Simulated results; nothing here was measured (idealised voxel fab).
process module | voxel wiring stack
cross-section cut | 285 nm wide | cells 5 nm
A cross-section is a grid of square cells, given in bands from the top down. A band is one or more rows of cells.
Each band's line starts with the height of the band's top and of its bottom, in nm. Then come its materials from left to right, each with its width in nm. One material with "throughout" fills the band from edge to edge. "air" is empty space.
Height 0 is the level under which the wafer as received is all one material. The lowest band goes on downwards, as in "0 down".
A width such as "30 to 40" changes by the same amount from each row of cells to the next, from the band's top row to its bottom row.
"no change" after a step means that no cell of the cross-section changed.
closed voids: empty space of 8 cells or more with no open way to the top, each as width x height at its distance from the left edge, in nm
after a step's settings: what the simulator itself notes on the step
overlay nm, on a step with a mask: how far to the right of its planned place the mask lay; to the left if negative
plan
1 op RECEIVE | material Si
2 op CONFORMAL_DEP | material SiO2 | thk nm 15
3 op CONFORMAL_DEP | material SiCN | thk nm 5
4 op DIRECTIONAL_DEP | material SiO2 | thk nm 25
5 op PATTERN | tone open | mask id METAL_1 | material resist | width nm 25 | pitch nm 45 | thk nm 20 | overlay nm 0
6 op DIRECTIONAL_ETCH | etch materials SiO2 | depth nm 25
7 op DIRECTIONAL_ETCH | etch materials SiCN | depth nm 5
8 op STRIP | etch materials resist
9 op CONFORMAL_DEP | material TiN | thk nm 5
10 op FILL_DEP | material Cu | thk nm 10
11 op CMP | height nm 45
12 op CONFORMAL_DEP | material SiCN | thk nm 5
13 op DIRECTIONAL_DEP | material lowk | thk nm 35
14 op PATTERN | tone open | mask id METAL_2 | material resist | width nm 25 | pitch nm 45 | thk nm 15 | overlay nm 0
15 op DIRECTIONAL_ETCH | etch materials lowk | depth nm 20
16 op STRIP | etch materials resist
17 op MASKED_ETCH | tone open | mask id METAL_2_HOLES | width nm 15 | etch materials lowk | depth nm 15 | overlay nm 0
18 op MASKED_ETCH | tone open | mask id METAL_2_HOLES | width nm 15 | etch materials SiCN | depth nm 5 | overlay nm 0
19 op CONFORMAL_DEP | material TiN | thk nm 5
20 op FILL_DEP | material Ru | thk nm 10
21 op CMP | height nm 85
22 op CONFORMAL_DEP | material SiN | thk nm 5
first wafer, as planned
as received, after step 1
  0 down: Si throughout
  closed voids: none
after step 2
  15 to 0: SiO2 throughout
  below 0: unchanged
after step 3
  20 to 15: SiCN throughout
  below 15: unchanged
after step 4
  45 to 20: SiO2 throughout
  below 20: unchanged
after step 5
  65 to 45: resist 105 | air 25 | resist 20 | air 25 | resist 110
  below 45: unchanged
after step 6
  65 to 45: resist 105 | air 25 | resist 20 | air 25 | resist 110
  45 to 20: SiO2 105 | air 25 | SiO2 20 | air 25 | SiO2 110
  below 20: unchanged
after step 7
  65 to 45: resist 105 | air 25 | resist 20 | air 25 | resist 110
  45 to 20: SiO2 105 | air 25 | SiO2 20 | air 25 | SiO2 110
  20 to 15: SiCN 105 | air 25 | SiCN 20 | air 25 | SiCN 110
  below 15: unchanged
after step 8
  45 to 20: SiO2 105 | air 25 | SiO2 20 | air 25 | SiO2 110
  below 20: unchanged
after step 9
  50 to 45: TiN 110 | air 15 | TiN 30 | air 15 | TiN 115
  45 to 20: SiO2 105 | TiN 5 | air 15 | TiN 5 | SiO2 20 | TiN 5 | air 15 | TiN 5 | SiO2 110
  20 to 15: SiCN 105 | TiN 25 | SiCN 20 | TiN 25 | SiCN 110
  below 15: unchanged
after step 10
  60 to 50: Cu throughout
  50 to 45: TiN 110 | Cu 15 | TiN 30 | Cu 15 | TiN 115
  45 to 20: SiO2 105 | TiN 5 | Cu 15 | TiN 5 | SiO2 20 | TiN 5 | Cu 15 | TiN 5 | SiO2 110
  below 20: unchanged
after step 11
  45 to 20: SiO2 105 | TiN 5 | Cu 15 | TiN 5 | SiO2 20 | TiN 5 | Cu 15 | TiN 5 | SiO2 110
  below 20: unchanged
after step 12
  50 to 45: SiCN throughout
  below 45: unchanged
after step 13
  85 to 50: lowk throughout
  below 50: unchanged
after step 14
  100 to 85: resist 105 | air 25 | resist 20 | air 25 | resist 110
  below 85: unchanged
after step 15
  100 to 85: resist 105 | air 25 | resist 20 | air 25 | resist 110
  85 to 65: lowk 105 | air 25 | lowk 20 | air 25 | lowk 110
  below 65: unchanged
after step 16
  85 to 65: lowk 105 | air 25 | lowk 20 | air 25 | lowk 110
  below 65: unchanged
after step 17
  85 to 65: lowk 105 | air 25 | lowk 20 | air 25 | lowk 110
  65 to 50: lowk 105 | air 15 | lowk 165
  below 50: unchanged
after step 18
  85 to 65: lowk 105 | air 25 | lowk 20 | air 25 | lowk 110
  65 to 50: lowk 105 | air 15 | lowk 165
  50 to 45: SiCN 105 | air 15 | SiCN 165
  below 45: unchanged
after step 19
  90 to 85: TiN 110 | air 15 | TiN 30 | air 15 | TiN 115
  85 to 70: lowk 105 | TiN 5 | air 15 | TiN 5 | lowk 20 | TiN 5 | air 15 | TiN 5 | lowk 110
  70 to 65: lowk 105 | TiN 5 | air 5 | TiN 15 | lowk 20 | TiN 25 | lowk 110
  65 to 50: lowk 105 | TiN 5 | air 5 | TiN 5 | lowk 165
  50 to 45: SiCN 105 | TiN 15 | SiCN 165
  below 45: unchanged
after step 20
  100 to 90: Ru throughout
  90 to 85: TiN 110 | Ru 15 | TiN 30 | Ru 15 | TiN 115
  85 to 70: lowk 105 | TiN 5 | Ru 15 | TiN 5 | lowk 20 | TiN 5 | Ru 15 | TiN 5 | lowk 110
  70 to 65: lowk 105 | TiN 5 | Ru 5 | TiN 15 | lowk 20 | TiN 25 | lowk 110
  65 to 50: lowk 105 | TiN 5 | Ru 5 | TiN 5 | lowk 165
  below 50: unchanged
after step 21
  85 to 70: lowk 105 | TiN 5 | Ru 15 | TiN 5 | lowk 20 | TiN 5 | Ru 15 | TiN 5 | lowk 110
  below 70: unchanged
after step 22
  90 to 85: SiN throughout
  below 85: unchanged
second wafer: like start, like plan, one mistake. Through step 2 it matches the first wafer
when step 3 should have ended
  40 to 0: SiO2 throughout
  below 0: unchanged
when step 4 should have ended
  45 to 40: SiCN throughout
  below 40: unchanged
when step 5 should have ended
  65 to 45: resist 105 | air 25 | resist 20 | air 25 | resist 110
  below 45: unchanged
when step 6 should have ended: no change
when step 7 should have ended
  65 to 45: resist 105 | air 25 | resist 20 | air 25 | resist 110
  45 to 40: SiCN 105 | air 25 | SiCN 20 | air 25 | SiCN 110
  below 40: unchanged
when step 8 should have ended
  45 to 40: SiCN 105 | air 25 | SiCN 20 | air 25 | SiCN 110
  below 40: unchanged
when step 9 should have ended
  50 to 45: TiN 110 | air 15 | TiN 30 | air 15 | TiN 115
  45 to 40: SiCN 105 | TiN 25 | SiCN 20 | TiN 25 | SiCN 110
  below 40: unchanged
when step 10 should have ended
  60 to 50: Cu throughout
  50 to 45: TiN 110 | Cu 15 | TiN 30 | Cu 15 | TiN 115
  below 45: unchanged
when step 11 should have ended
  45 to 40: SiCN 105 | TiN 25 | SiCN 20 | TiN 25 | SiCN 110
  below 40: unchanged
when step 12 should have ended
  50 to 45: SiCN throughout
  below 45: unchanged
when step 13 should have ended
  85 to 50: lowk throughout
  below 50: unchanged
when step 14 should have ended
  100 to 85: resist 105 | air 25 | resist 20 | air 25 | resist 110
  below 85: unchanged
when step 15 should have ended
  100 to 85: resist 105 | air 25 | resist 20 | air 25 | resist 110
  85 to 65: lowk 105 | air 25 | lowk 20 | air 25 | lowk 110
  below 65: unchanged
when step 16 should have ended
  85 to 65: lowk 105 | air 25 | lowk 20 | air 25 | lowk 110
  below 65: unchanged
when step 17 should have ended
  85 to 65: lowk 105 | air 25 | lowk 20 | air 25 | lowk 110
  65 to 50: lowk 105 | air 15 | lowk 165
  below 50: unchanged
when step 18 should have ended
  85 to 65: lowk 105 | air 25 | lowk 20 | air 25 | lowk 110
  65 to 50: lowk 105 | air 15 | lowk 165
  50 to 45: SiCN 105 | air 15 | SiCN 165
  below 45: unchanged
when step 19 should have ended
  90 to 85: TiN 110 | air 15 | TiN 30 | air 15 | TiN 115
  85 to 70: lowk 105 | TiN 5 | air 15 | TiN 5 | lowk 20 | TiN 5 | air 15 | TiN 5 | lowk 110
  70 to 65: lowk 105 | TiN 5 | air 5 | TiN 15 | lowk 20 | TiN 25 | lowk 110
  65 to 50: lowk 105 | TiN 5 | air 5 | TiN 5 | lowk 165
  50 to 45: SiCN 105 | TiN 15 | SiCN 165
  below 45: unchanged
when step 20 should have ended
  100 to 90: Ru throughout
  90 to 85: TiN 110 | Ru 15 | TiN 30 | Ru 15 | TiN 115
  85 to 70: lowk 105 | TiN 5 | Ru 15 | TiN 5 | lowk 20 | TiN 5 | Ru 15 | TiN 5 | lowk 110
  70 to 65: lowk 105 | TiN 5 | Ru 5 | TiN 15 | lowk 20 | TiN 25 | lowk 110
  65 to 50: lowk 105 | TiN 5 | Ru 5 | TiN 5 | lowk 165
  below 50: unchanged
when step 21 should have ended
  85 to 70: lowk 105 | TiN 5 | Ru 15 | TiN 5 | lowk 20 | TiN 5 | Ru 15 | TiN 5 | lowk 110
  below 70: unchanged
when step 22 should have ended
  90 to 85: SiN throughout
  below 85: unchanged
what went wrong: steps 3 and 4 were swapped
at the end the second wafer has, in cells: 30 fewer of Cu | 50 more of SiO2 | 20 fewer of TiN
